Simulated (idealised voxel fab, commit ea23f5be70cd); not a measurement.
voxel ribs on slabs: a process module
Square cell edge 5 nm, section width 140 nm, ID cut.
Cross-section spec: square-cell grid; bands listed top down; each band is one or more rows.
Band entry format. Leading values: height of top, height of bottom, nm. Remainder: materials in left-to-right order, each with its width in nm. Special words: "throughout" on a single material, which then fills the band edge to edge; "blank", empty space.
Below 0: as-received wafer, all one material; heights counted from there. Lowest band: no bottom, goes on down, written "0 and below".
The expression "30..40" gives the width at the extremes of the band, the first number at its top row of cells and the second at its bottom row, with the width changing by equal amounts from each row to the next in between.
Step note "remains unaltered" = no cross-section cell changed.
Basically, "Fully enclosed voids" tells you about the enclosed voids: empty spaces with no open way to the top, 8 cells or bigger, each written width x height at distance, where distance is from the left edge, all in nm.
Post-settings text on a step line: simulator's own remark regarding the step.
The "overlay nm" setting may appear on a step's line; for a step that uses a mask, it gives how far to the right of its planned position the mask lay, and a negative value indicates the left.

Steps in the process plan
1 RECEIVE with material Si
2 DIRECTIONAL_DEP with material SiO2, thk nm 20
3 DIRECTIONAL_DEP with material polySi, thk nm 20
4 PATTERN with tone cover, mask id RIB, material resist, width nm 30, thk nm 20, overlay nm 0
5 DIRECTIONAL_ETCH with etch materials polySi, depth nm 15
6 STRIP with etch materials resist
7 DIRECTIONAL_DEP with material aC, thk nm 15
8 PATTERN with tone cover, mask id SLAB, material resist, width nm 60, thk nm 35, overlay nm 0
9 DIRECTIONAL_ETCH with etch materials aC, depth nm 15
10 STRIP with etch materials resist
11 DIRECTIONAL_ETCH with etch materials polySi, depth nm 5
12 STRIP with etch materials aC
13 FILL_DEP with material SiO2, thk nm 15
14 CMP with height nm 50
15 DIRECTIONAL_DEP with material TiN, thk nm 5
16 MASKED_ETCH with tone cover, mask id HEATER, width nm 40, etch materials TiN, depth nm 5, overlay nm 0
17 CONFORMAL_DEP with material SiO2, thk nm 5

Incoming wafer in cross-section (state: after step 1)
    0 and below  Si throughout
    Fully enclosed voids: none

Wafer at module end, in section. Began as above, planned as above, run with one mistake
    60 down to 55  blank: 45 | SiO2: 50 | blank: 45
    55 down to 50  SiO2: 50 | TiN: 40 | SiO2: 50
    50 down to 40  SiO2 throughout
    40 down to 35  SiO2: 40 | polySi: 15 | SiO2: 30 | polySi: 15 | SiO2: 40
    35 down to 25  polySi: 55 | SiO2: 30 | polySi: 55
    25 down to 20  polySi throughout
    20 down to 0  SiO2 throughout
    0 and below  Si throughout
    Fully enclosed voids: none
Error vs. plan: so step 4 ended up running with a different setting than we planned, it ran as PATTERN with tone open, mask id RIB, material resist, width nm 30, thk nm 20, overlay nm 0
